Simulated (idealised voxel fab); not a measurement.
The process module presented herein is designated voxel self aligned vias.
Cross-sectional view cut (width: 200 nm; square cell size: 5 nm).
Cross-section layout: square cells on a grid; listed as bands, top to bottom; a band spans one or more cell rows. Each band's line starts with the height of the band's top and of its bottom, in nm. Then come its materials from left to right, each with its width in nm. One material with "everywhere" fills the band from edge to edge. "blank" is empty space. Measure heights from 0. That's the level where, below it, the as-received wafer is all one material. The lowest band is bottomless and extends downward; write it as in "0 -> down". It should be noted that a width expressed as "30 to 40" varies in equal increments from row to row of cells within the band, taking the value of the first number at the top row and that of the second number at the bottom row. Any step labelled "nothing was modified" changed none of the cells in the cross-section. Empty spaces without an open route to the top, at least 8 cells in extent, make up the entry "Closed cavity list"; each is given as width x height at distance, where the distance is measured from the left edge, and all are in nm. Where a step's line continues beyond its settings, the continuation is a remark by the simulator itself on that step. overlay nm: how far to the right of its planned place the mask lay on this masked step (negative: to the left).

Process steps (planned)
1) RECEIVE (material Si)
2) CONFORMAL_DEP (material SiO2; thk nm 15)
3) CONFORMAL_DEP (material SiCN; thk nm 5)
4) DIRECTIONAL_DEP (material SiO2; thk nm 20)
5) DIRECTIONAL_DEP (material aC; thk nm 10)
6) PATTERN (tone open; mask id LINES; material resist; width nm 20; pitch nm 70; thk nm 25; overlay nm 0)
7) DIRECTIONAL_ETCH (etch materials aC; depth nm 10)
8) STRIP (etch materials resist)
9) DIRECTIONAL_ETCH (etch materials SiO2; depth nm 20)
10) STRIP (etch materials aC)
11) CONFORMAL_DEP (material TiN; thk nm 5)
12) FILL_DEP (material Ru; thk nm 10)
13) CMP (height nm 40)
14) SELECTIVE_ETCH (etch materials W Ru TiN; depth nm 5)
15) FILL_DEP (material SiN; thk nm 10)
16) CMP (height nm 40)
17) DIRECTIONAL_DEP (material SiO2; thk nm 15)
18) MASKED_ETCH (tone open; mask id VIAS; width nm 40; etch materials SiO2; depth nm 15; overlay nm 0)
19) MASKED_ETCH (tone open; mask id VIAS; width nm 40; etch materials SiN; depth nm 5; overlay nm 0)
20) CONFORMAL_DEP (material TiN; thk nm 5)
21) FILL_DEP (material Cu; thk nm 10)
22) CMP (height nm 55)
23) CONFORMAL_DEP (material SiCN; thk nm 5)

The cross-section here shows the wafer as received, i.e. in its state after step 1
0 -> down  Si everywhere
Closed cavity list: none

Wafer at module end, in section. Began as above, planned as above, run with one mistake
60 -> 55  SiCN everywhere
55 -> 40  SiO2 (45), TiN (5), Cu (30), TiN (5), SiO2 (115)
40 -> 35  SiN (45), TiN (40), SiN (115)
35 -> 30  TiN (60), Ru (10), TiN (60), Ru (10), TiN (60)
30 -> 15  SiO2 (55), TiN (5), Ru (10), TiN (5), SiO2 (50), TiN (5), Ru (10), TiN (5), SiO2 (55)
15 -> 10  SiO2 (55), TiN (20), SiO2 (50), TiN (20), SiO2 (55)
10 -> 5  SiCN everywhere
5 -> 0  SiO2 everywhere
0 -> down  Si everywhere
Closed cavity list: none
what went wrong: step 2 was processed under conditions differing from the plan, specifically as CONFORMAL_DEP (material SiO2; thk nm 5)
